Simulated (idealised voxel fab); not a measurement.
Process module heading - voxel ribs on slabs
Cross-section cut: width 140 nm, square cells of 5 nm.
How to read a cross-section here: the picture is a grid of square cells, written as bands going from the top down, and any band can span one or more rows of cells.
Band: top height; bottom height; in nm. Then, left to right: material with width in nm, for each material. "everywhere": a single material spanning edge to edge. "blank": empty space.
The reference from which all heights are counted is 0, the level beneath which the as-received wafer is entirely one material; the lowest band, having no lower bound, proceeds downward and is written after the example "0 -> down".
Top row gets the first number, bottom row gets the second, and each row in between changes by the same step: that is how a band width like "30..40" works.
Step marked "remains unaltered"? Then no cell in the cross-section changed in it.
"Unvented cavities" contains a list of empty spaces, each no smaller than 8 cells and without an open way to the top, written in the form width x height at distance with the distance from the left edge and all three in nm.
The remark found on a step's line after its settings is issued by the simulator itself and pertains to that step.
A step line may carry the setting "overlay nm", which, for steps involving a mask, states the distance by which the mask lay to the right of its intended position; negative values denote displacement to the left.

[The planned process steps are enumerated hereunder]
1: RECEIVE [material Si]
2: DIRECTIONAL_DEP [material SiO2] [thk nm 30]
3: DIRECTIONAL_DEP [material polySi] [thk nm 15]
4: DIRECTIONAL_DEP [material aC] [thk nm 10]
5: PATTERN [tone cover] [mask id RIB] [material resist] [width nm 20] [thk nm 30] [overlay nm 0]
6: DIRECTIONAL_ETCH [etch materials aC] [depth nm 10]
7: STRIP [etch materials resist]
8: DIRECTIONAL_ETCH [etch materials polySi] [depth nm 5]
9: STRIP [etch materials aC]
10: MASKED_ETCH [tone cover] [mask id SLAB] [width nm 60] [etch materials polySi] [depth nm 10] [overlay nm 0]
11: FILL_DEP [material SiO2] [thk nm 25]
12: CMP [height nm 65]
13: DIRECTIONAL_DEP [material TiN] [thk nm 5]
14: DIRECTIONAL_DEP [material aC] [thk nm 15]
15: PATTERN [tone cover] [mask id HEATER] [material resist] [width nm 30] [thk nm 30] [overlay nm 0]
16: DIRECTIONAL_ETCH [etch materials aC] [depth nm 15]
17: STRIP [etch materials resist]
18: DIRECTIONAL_ETCH [etch materials TiN] [depth nm 5]
19: STRIP [etch materials aC]
20: CONFORMAL_DEP [material SiO2] [thk nm 5]

[First wafer out of two, processed as planned]

[Delivered wafer in cross-section: state after step 1]
* 0 -> down = Si everywhere
* Unvented cavities: none

[Presented here is a cross-section of the wafer after step 2 has been performed]
* 30 -> 0 = SiO2 everywhere
* Everything below 0 is unchanged.

[Presented here is a cross-section of the wafer after step 3 has been performed]
* 45 -> 30 = polySi everywhere
* Everything below 30 is unchanged.

[Presented here is a cross-section of the wafer after step 4 has been performed]
* 55 -> 45 = aC everywhere
* Everything below 45 is unchanged.

[Presented here is a cross-section of the wafer after step 5 has been performed]
* 85 -> 55 = blank: 60; resist: 20; blank: 60
* Everything below 55 is unchanged.

[Presented here is a cross-section of the wafer after step 6 has been performed]
* 75 -> 55 = blank: 60; resist: 20; blank: 60
* 55 -> 45 = blank: 60; aC: 20; blank: 60
* Everything below 45 is unchanged.

[Presented here is a cross-section of the wafer after step 7 has been performed]
* 55 -> 45 = blank: 60; aC: 20; blank: 60
* Everything below 45 is unchanged.

[Presented here is a cross-section of the wafer after step 8 has been performed]
* 55 -> 45 = blank: 60; aC: 20; blank: 60
* 45 -> 40 = blank: 60; polySi: 20; blank: 60
* Everything below 40 is unchanged.

[Presented here is a cross-section of the wafer after step 9 has been performed]
* 45 -> 40 = blank: 60; polySi: 20; blank: 60
* Everything below 40 is unchanged.

[Presented here is a cross-section of the wafer after step 10 has been performed]
* 45 -> 40 = blank: 60; polySi: 20; blank: 60
* 40 -> 30 = blank: 40; polySi: 60; blank: 40
* Everything below 30 is unchanged.

[Presented here is a cross-section of the wafer after step 11 has been performed]
* 70 -> 45 = SiO2 everywhere
* 45 -> 40 = SiO2: 60; polySi: 20; SiO2: 60
* 40 -> 30 = SiO2: 40; polySi: 60; SiO2: 40
* Everything below 30 is unchanged.

[Presented here is a cross-section of the wafer after step 12 has been performed]
* 65 -> 45 = SiO2 everywhere
* Everything below 45 is unchanged.

[Presented here is a cross-section of the wafer after step 13 has been performed]
* 70 -> 65 = TiN everywhere
* Everything below 65 is unchanged.

[Presented here is a cross-section of the wafer after step 14 has been performed]
* 85 -> 70 = aC everywhere
* Everything below 70 is unchanged.

[Presented here is a cross-section of the wafer after step 15 has been performed]
* 115 -> 85 = blank: 55; resist: 30; blank: 55
* Everything below 85 is unchanged.

[Presented here is a cross-section of the wafer after step 16 has been performed]
* 100 -> 85 = blank: 55; resist: 30; blank: 55
* 85 -> 70 = blank: 55; aC: 30; blank: 55
* Everything below 70 is unchanged.

[Presented here is a cross-section of the wafer after step 17 has been performed]
* 85 -> 70 = blank: 55; aC: 30; blank: 55
* Everything below 70 is unchanged.

[Presented here is a cross-section of the wafer after step 18 has been performed]
* 85 -> 70 = blank: 55; aC: 30; blank: 55
* 70 -> 65 = blank: 55; TiN: 30; blank: 55
* Everything below 65 is unchanged.

[Presented here is a cross-section of the wafer after step 19 has been performed]
* 70 -> 65 = blank: 55; TiN: 30; blank: 55
* Everything below 65 is unchanged.

[Presented here is a cross-section of the wafer after step 20 has been performed]
* 75 -> 70 = blank: 50; SiO2: 40; blank: 50
* 70 -> 65 = SiO2: 55; TiN: 30; SiO2: 55
* Everything below 65 is unchanged.

[Second wafer - shared start and plan with the first - one error in running - same as the first up to step 2 inclusive]

[At the planned end of step 3, the second wafer in cross-section]
* 60 -> 30 = polySi everywhere
* Everything below 30 is unchanged.

[At the planned end of step 4, the second wafer in cross-section]
* 70 -> 60 = aC everywhere
* Everything below 60 is unchanged.

[At the planned end of step 5, the second wafer in cross-section]
* 100 -> 70 = blank: 60; resist: 20; blank: 60
* Everything below 70 is unchanged.

[At the planned end of step 6, the second wafer in cross-section]
* 90 -> 70 = blank: 60; resist: 20; blank: 60
* 70 -> 60 = blank: 60; aC: 20; blank: 60
* Everything below 60 is unchanged.

[At the planned end of step 7, the second wafer in cross-section]
* 70 -> 60 = blank: 60; aC: 20; blank: 60
* Everything below 60 is unchanged.

[At the planned end of step 8, the second wafer in cross-section]
* 70 -> 60 = blank: 60; aC: 20; blank: 60
* 60 -> 55 = blank: 60; polySi: 20; blank: 60
* Everything below 55 is unchanged.

[At the planned end of step 9, the second wafer in cross-section]
* 60 -> 55 = blank: 60; polySi: 20; blank: 60
* Everything below 55 is unchanged.

[At the planned end of step 10, the second wafer in cross-section]
* 60 -> 55 = blank: 60; polySi: 20; blank: 60
* 55 -> 45 = blank: 40; polySi: 60; blank: 40
* Everything below 45 is unchanged.

[At the planned end of step 11, the second wafer in cross-section]
* 85 -> 60 = SiO2 everywhere
* 60 -> 55 = SiO2: 60; polySi: 20; SiO2: 60
* 55 -> 45 = SiO2: 40; polySi: 60; SiO2: 40
* Everything below 45 is unchanged.

[At the planned end of step 12, the second wafer in cross-section]
* 65 -> 60 = SiO2 everywhere
* Everything below 60 is unchanged.

[At the planned end of step 13, the second wafer in cross-section]
* 70 -> 65 = TiN everywhere
* Everything below 65 is unchanged.

[At the planned end of step 14, the second wafer in cross-section]
* 85 -> 70 = aC everywhere
* Everything below 70 is unchanged.

[At the planned end of step 15, the second wafer in cross-section]
* 115 -> 85 = blank: 55; resist: 30; blank: 55
* Everything below 85 is unchanged.

[At the planned end of step 16, the second wafer in cross-section]
* 100 -> 85 = blank: 55; resist: 30; blank: 55
* 85 -> 70 = blank: 55; aC: 30; blank: 55
* Everything below 70 is unchanged.

[At the planned end of step 17, the second wafer in cross-section]
* 85 -> 70 = blank: 55; aC: 30; blank: 55
* Everything below 70 is unchanged.

[At the planned end of step 18, the second wafer in cross-section]
* 85 -> 70 = blank: 55; aC: 30; blank: 55
* 70 -> 65 = blank: 55; TiN: 30; blank: 55
* Everything below 65 is unchanged.

[At the planned end of step 19, the second wafer in cross-section]
* 70 -> 65 = blank: 55; TiN: 30; blank: 55
* Everything below 65 is unchanged.

[At the planned end of step 20, the second wafer in cross-section]
* 75 -> 70 = blank: 50; SiO2: 40; blank: 50
* 70 -> 65 = SiO2: 55; TiN: 30; SiO2: 55
* Everything below 65 is unchanged.
What went wrong in running the wafer? plan step 3 was twice executed
Looking at both finished wafers in cells, the second ends up ahead of or behind the first on some materials: -84 SiO2 | +84 polySi
